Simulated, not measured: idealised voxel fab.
Process module heading - voxel self aligned vias
It is cross-section cut that appears here, measuring 220 nm in width, its square cells being 5 nm in size.
A cross-section is a grid of square cells, given in bands from the top down. A band is one or more rows of cells. Per band: top height and bottom height in nm, followed by the left-to-right materials and their widths in nm; "edge to edge" marks a single material spanning edge to edge, "air" marks empty space. All heights in this document are referenced to 0, defined as the level beneath which the wafer, as received, consists entirely of one material. The lowest band is not bounded below; it extends indefinitely downward and is written in the form "0 -> down". You'd read "30->40" like this: the band's top row of cells is as wide as the first number, its bottom row is as wide as the second, and going down, every row changes width by the same amount as the row before did. You'll sometimes find "no change occurred" written for a step, and that's the way of saying that nowhere in the cross-section did a cell change during that step. "Catalogued sealed voids" - sealed voids, min. 8 cells, no opening to top; format: width x height at distance (distance from left edge; nm throughout). The remark found on a step's line after its settings is issued by the simulator itself and pertains to that step. "overlay nm" denotes, for a step that has a mask, the displacement of the mask to the right of its planned place, with negative values corresponding to the left.

### The steps planned for the process are as follows
1: RECEIVE, material Si
2: CONFORMAL_DEP, material SiO2, thk nm 10
3: CONFORMAL_DEP, material SiCN, thk nm 5
4: DIRECTIONAL_DEP, material lowk, thk nm 20
5: PATTERN, tone open, mask id LINES, material resist, width nm 25, pitch nm 70, thk nm 15, overlay nm 0
6: DIRECTIONAL_ETCH, etch materials lowk, depth nm 20
7: STRIP, etch materials resist
8: CONFORMAL_DEP, material TiN, thk nm 5
9: FILL_DEP, material W, thk nm 5
10: CMP, height nm 35
11: SELECTIVE_ETCH, etch materials W Ru TiN, depth nm 5
12: FILL_DEP, material SiN, thk nm 5
13: CMP, height nm 35
14: DIRECTIONAL_DEP, material lowk, thk nm 20
15: PATTERN, tone open, mask id VIAS, material resist, width nm 45, thk nm 20, overlay nm 0
16: DIRECTIONAL_ETCH, etch materials lowk, depth nm 20
17: DIRECTIONAL_ETCH, etch materials SiN, depth nm 5
18: STRIP, etch materials resist
19: CONFORMAL_DEP, material TiN, thk nm 5
20: FILL_DEP, material W, thk nm 5
21: CMP, height nm 55
22: CONFORMAL_DEP, material SiCN, thk nm 5

### The first of a set of two wafers, run to plan

### Incoming wafer in cross-section (state: after step 1)
0 -> down | Si edge to edge
Catalogued sealed voids: none

### Wafer after step 2 (cross-section)
10 -> 0 | SiO2 edge to edge
Beneath the level 0, the cross-section is identical to its previous state.

### Wafer after step 3 (cross-section)
15 -> 10 | SiCN edge to edge
Beneath the level 10, the cross-section is identical to its previous state.

### Wafer after step 4 (cross-section)
35 -> 15 | lowk edge to edge
Beneath the level 15, the cross-section is identical to its previous state.

### Wafer after step 5 (cross-section)
50 -> 35 | resist 60; air 25; resist 45; air 25; resist 65
Beneath the level 35, the cross-section is identical to its previous state.

### Wafer after step 6 (cross-section)
50 -> 35 | resist 60; air 25; resist 45; air 25; resist 65
35 -> 15 | lowk 60; air 25; lowk 45; air 25; lowk 65
Beneath the level 15, the cross-section is identical to its previous state.

### Wafer after step 7 (cross-section)
35 -> 15 | lowk 60; air 25; lowk 45; air 25; lowk 65
Beneath the level 15, the cross-section is identical to its previous state.

### Wafer after step 8 (cross-section)
40 -> 35 | TiN 65; air 15; TiN 55; air 15; TiN 70
35 -> 20 | lowk 60; TiN 5; air 15; TiN 5; lowk 45; TiN 5; air 15; TiN 5; lowk 65
20 -> 15 | lowk 60; TiN 25; lowk 45; TiN 25; lowk 65
Beneath the level 15, the cross-section is identical to its previous state.

### Wafer after step 9 (cross-section)
45 -> 40 | W edge to edge
40 -> 35 | TiN 65; W 15; TiN 55; W 15; TiN 70
35 -> 20 | lowk 60; TiN 5; W 15; TiN 5; lowk 45; TiN 5; W 15; TiN 5; lowk 65
Beneath the level 20, the cross-section is identical to its previous state.

### Wafer after step 10 (cross-section)
35 -> 20 | lowk 60; TiN 5; W 15; TiN 5; lowk 45; TiN 5; W 15; TiN 5; lowk 65
Beneath the level 20, the cross-section is identical to its previous state.

### Wafer after step 11 (cross-section)
35 -> 30 | lowk 60; air 25; lowk 45; air 25; lowk 65
Beneath the level 30, the cross-section is identical to its previous state.

### Wafer after step 12 (cross-section)
40 -> 35 | SiN edge to edge
35 -> 30 | lowk 60; SiN 25; lowk 45; SiN 25; lowk 65
Beneath the level 30, the cross-section is identical to its previous state.

### Wafer after step 13 (cross-section)
35 -> 30 | lowk 60; SiN 25; lowk 45; SiN 25; lowk 65
Beneath the level 30, the cross-section is identical to its previous state.

### Wafer after step 14 (cross-section)
55 -> 35 | lowk edge to edge
Beneath the level 35, the cross-section is identical to its previous state.

### Wafer after step 15 (cross-section)
75 -> 55 | resist 50; air 45; resist 125
Beneath the level 55, the cross-section is identical to its previous state.

### Wafer after step 16 (cross-section)
75 -> 55 | resist 50; air 45; resist 125
55 -> 35 | lowk 50; air 45; lowk 125
Beneath the level 35, the cross-section is identical to its previous state.

### Wafer after step 17 (cross-section)
75 -> 55 | resist 50; air 45; resist 125
55 -> 35 | lowk 50; air 45; lowk 125
35 -> 30 | lowk 60; air 25; lowk 45; SiN 25; lowk 65
Beneath the level 30, the cross-section is identical to its previous state.

### Wafer after step 18 (cross-section)
55 -> 35 | lowk 50; air 45; lowk 125
Beneath the level 35, the cross-section is identical to its previous state.

### Wafer after step 19 (cross-section)
60 -> 55 | TiN 55; air 35; TiN 130
55 -> 40 | lowk 50; TiN 5; air 35; TiN 5; lowk 125
40 -> 35 | lowk 50; TiN 15; air 15; TiN 15; lowk 125
35 -> 30 | lowk 60; TiN 25; lowk 45; SiN 25; lowk 65
Beneath the level 30, the cross-section is identical to its previous state.

### Wafer after step 20 (cross-section)
65 -> 60 | W edge to edge
60 -> 55 | TiN 55; W 35; TiN 130
55 -> 40 | lowk 50; TiN 5; W 35; TiN 5; lowk 125
40 -> 35 | lowk 50; TiN 15; W 15; TiN 15; lowk 125
Beneath the level 35, the cross-section is identical to its previous state.

### Wafer after step 21 (cross-section)
55 -> 40 | lowk 50; TiN 5; W 35; TiN 5; lowk 125
Beneath the level 40, the cross-section is identical to its previous state.

### Wafer after step 22 (cross-section)
60 -> 55 | SiCN edge to edge
Beneath the level 55, the cross-section is identical to its previous state.

### Second wafer: same start and same plan as the first, one execution error; identical to the first through step 4

### Look at the second wafer in cross-section at the time step 5 ought to have finished
50 -> 35 | air 60; resist 25; air 45; resist 25; air 65
Beneath the level 35, the cross-section is identical to its previous state.

### Look at the second wafer in cross-section at the time step 6 ought to have finished
50 -> 35 | air 60; resist 25; air 45; resist 25; air 65
35 -> 15 | air 60; lowk 25; air 45; lowk 25; air 65
Beneath the level 15, the cross-section is identical to its previous state.

### Look at the second wafer in cross-section at the time step 7 ought to have finished
35 -> 15 | air 60; lowk 25; air 45; lowk 25; air 65
Beneath the level 15, the cross-section is identical to its previous state.

### Look at the second wafer in cross-section at the time step 8 ought to have finished
40 -> 35 | air 55; TiN 35; air 35; TiN 35; air 60
35 -> 20 | air 55; TiN 5; lowk 25; TiN 5; air 35; TiN 5; lowk 25; TiN 5; air 60
20 -> 15 | TiN 60; lowk 25; TiN 45; lowk 25; TiN 65
Beneath the level 15, the cross-section is identical to its previous state.

### Look at the second wafer in cross-section at the time step 9 ought to have finished
45 -> 40 | W edge to edge
40 -> 35 | W 55; TiN 35; W 35; TiN 35; W 60
35 -> 20 | W 55; TiN 5; lowk 25; TiN 5; W 35; TiN 5; lowk 25; TiN 5; W 60
Beneath the level 20, the cross-section is identical to its previous state.

### Look at the second wafer in cross-section at the time step 10 ought to have finished
35 -> 20 | W 55; TiN 5; lowk 25; TiN 5; W 35; TiN 5; lowk 25; TiN 5; W 60
Beneath the level 20, the cross-section is identical to its previous state.

### Look at the second wafer in cross-section at the time step 11 ought to have finished
35 -> 30 | air 60; lowk 25; air 45; lowk 25; air 65
Beneath the level 30, the cross-section is identical to its previous state.

### Look at the second wafer in cross-section at the time step 12 ought to have finished
40 -> 35 | SiN edge to edge
35 -> 30 | SiN 60; lowk 25; SiN 45; lowk 25; SiN 65
Beneath the level 30, the cross-section is identical to its previous state.

### Look at the second wafer in cross-section at the time step 13 ought to have finished
35 -> 30 | SiN 60; lowk 25; SiN 45; lowk 25; SiN 65
Beneath the level 30, the cross-section is identical to its previous state.

### Look at the second wafer in cross-section at the time step 14 ought to have finished
55 -> 35 | lowk edge to edge
Beneath the level 35, the cross-section is identical to its previous state.

### Look at the second wafer in cross-section at the time step 15 ought to have finished
75 -> 55 | resist 50; air 45; resist 125
Beneath the level 55, the cross-section is identical to its previous state.

### Look at the second wafer in cross-section at the time step 16 ought to have finished
75 -> 55 | resist 50; air 45; resist 125
55 -> 35 | lowk 50; air 45; lowk 125
Beneath the level 35, the cross-section is identical to its previous state.

### Look at the second wafer in cross-section at the time step 17 ought to have finished
75 -> 55 | resist 50; air 45; resist 125
55 -> 35 | lowk 50; air 45; lowk 125
35 -> 30 | SiN 50; air 10; lowk 25; air 10; SiN 35; lowk 25; SiN 65
Beneath the level 30, the cross-section is identical to its previous state.

### Look at the second wafer in cross-section at the time step 18 ought to have finished
55 -> 35 | lowk 50; air 45; lowk 125
Beneath the level 35, the cross-section is identical to its previous state.

### Look at the second wafer in cross-section at the time step 19 ought to have finished
60 -> 55 | TiN 55; air 35; TiN 130
55 -> 40 | lowk 50; TiN 5; air 35; TiN 5; lowk 125
40 -> 35 | lowk 50; TiN 45; lowk 125
35 -> 30 | SiN 50; TiN 10; lowk 25; TiN 10; SiN 35; lowk 25; SiN 65
Beneath the level 30, the cross-section is identical to its previous state.

### Look at the second wafer in cross-section at the time step 20 ought to have finished
65 -> 60 | W edge to edge
60 -> 55 | TiN 55; W 35; TiN 130
55 -> 40 | lowk 50; TiN 5; W 35; TiN 5; lowk 125
Beneath the level 40, the cross-section is identical to its previous state.

### Look at the second wafer in cross-section at the time step 21 ought to have finished
55 -> 40 | lowk 50; TiN 5; W 35; TiN 5; lowk 125
Beneath the level 40, the cross-section is identical to its previous state.

### Look at the second wafer in cross-section at the time step 22 ought to have finished
60 -> 55 | SiCN edge to edge
Beneath the level 55, the cross-section is identical to its previous state.
Error vs. plan: step 5 was run on a setting that differed from the plan, and what really ran there is PATTERN, tone cover, mask id LINES, material resist, width nm 25, pitch nm 70, thk nm 15, overlay nm 0
Final cells, second wafer relative to first, materials higher or lower: SiN: 25 more, TiN: 26 more, W: 45 more, lowk: 96 fewer
